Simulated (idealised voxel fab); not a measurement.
process module | voxel released beams
cross-section cut | 240 nm wide | cells 5 nm
A cross-section is a grid of square cells, given in bands from the top down. A band is one or more rows of cells.
Each band's line starts with the height of the band's top and of its bottom, in nm. Then come its materials from left to right, each with its width in nm. One material with "throughout" fills the band from edge to edge. "air" is empty space.
Height 0 is the level under which the wafer as received is all one material. The lowest band goes on downwards, as in "0 down".
A width such as "30 to 40" changes by the same amount from each row of cells to the next, from the band's top row to its bottom row.
"no change" after a step means that no cell of the cross-section changed.
closed voids: empty space of 8 cells or more with no open way to the top, each as width x height at its distance from the left edge, in nm
after a step's settings: what the simulator itself notes on the step
overlay nm, on a step with a mask: how far to the right of its planned place the mask lay; to the left if negative
plan
1 op RECEIVE | material Si
2 op CONFORMAL_DEP | material SiN | thk nm 5
3 op DIRECTIONAL_DEP | material SiO2 | thk nm 15
4 op PATTERN | tone open | mask id ANCHOR | material resist | width nm 40 | thk nm 15 | overlay nm 0
5 op DIRECTIONAL_ETCH | etch materials SiO2 | depth nm 15
6 op STRIP | etch materials resist
7 op CONFORMAL_DEP | material TiN | thk nm 15
8 op MASKED_ETCH | tone cover | mask id BEAM | width nm 85 | etch materials TiN | depth nm 15 | overlay nm 0
9 op STRIP | etch materials SiO2
first wafer, as planned
as received, after step 1
  0 down: Si throughout
  closed voids: none
after step 2
  5 to 0: SiN throughout
  below 0: unchanged
after step 3
  20 to 5: SiO2 throughout
  below 5: unchanged
after step 4
  35 to 20: resist 80 | air 40 | resist 120
  below 20: unchanged
after step 5
  35 to 20: resist 80 | air 40 | resist 120
  20 to 5: SiO2 80 | air 40 | SiO2 120
  below 5: unchanged
after step 6
  20 to 5: SiO2 80 | air 40 | SiO2 120
  below 5: unchanged
after step 7
  35 to 20: TiN 95 | air 10 | TiN 135
  20 to 5: SiO2 80 | TiN 40 | SiO2 120
  below 5: unchanged
after step 8
  35 to 20: air 75 | TiN 20 | air 10 | TiN 55 | air 80
  below 20: unchanged
after step 9
  35 to 20: air 75 | TiN 20 | air 10 | TiN 55 | air 80
  20 to 5: air 80 | TiN 40 | air 120
  below 5: unchanged
second wafer: like start, like plan, one mistake. Through step 3 it matches the first wafer
when step 4 should have ended
  35 to 20: air 80 | resist 40 | air 120
  below 20: unchanged
when step 5 should have ended
  35 to 20: air 80 | resist 40 | air 120
  20 to 5: air 80 | SiO2 40 | air 120
  below 5: unchanged
when step 6 should have ended
  20 to 5: air 80 | SiO2 40 | air 120
  below 5: unchanged
when step 7 should have ended
  35 to 20: air 65 | TiN 70 | air 105
  20 to 5: TiN 80 | SiO2 40 | TiN 120
  below 5: unchanged
when step 8 should have ended
  35 to 20: air 75 | TiN 60 | air 105
  20 to 5: air 65 | TiN 15 | SiO2 40 | TiN 40 | air 80
  below 5: unchanged
when step 9 should have ended: no change
what went wrong: step 4 ran as: op PATTERN | tone cover | mask id ANCHOR | material resist | width nm 40 | thk nm 15 | overlay nm 0
at the end the second wafer has, in cells: 24 more of SiO2
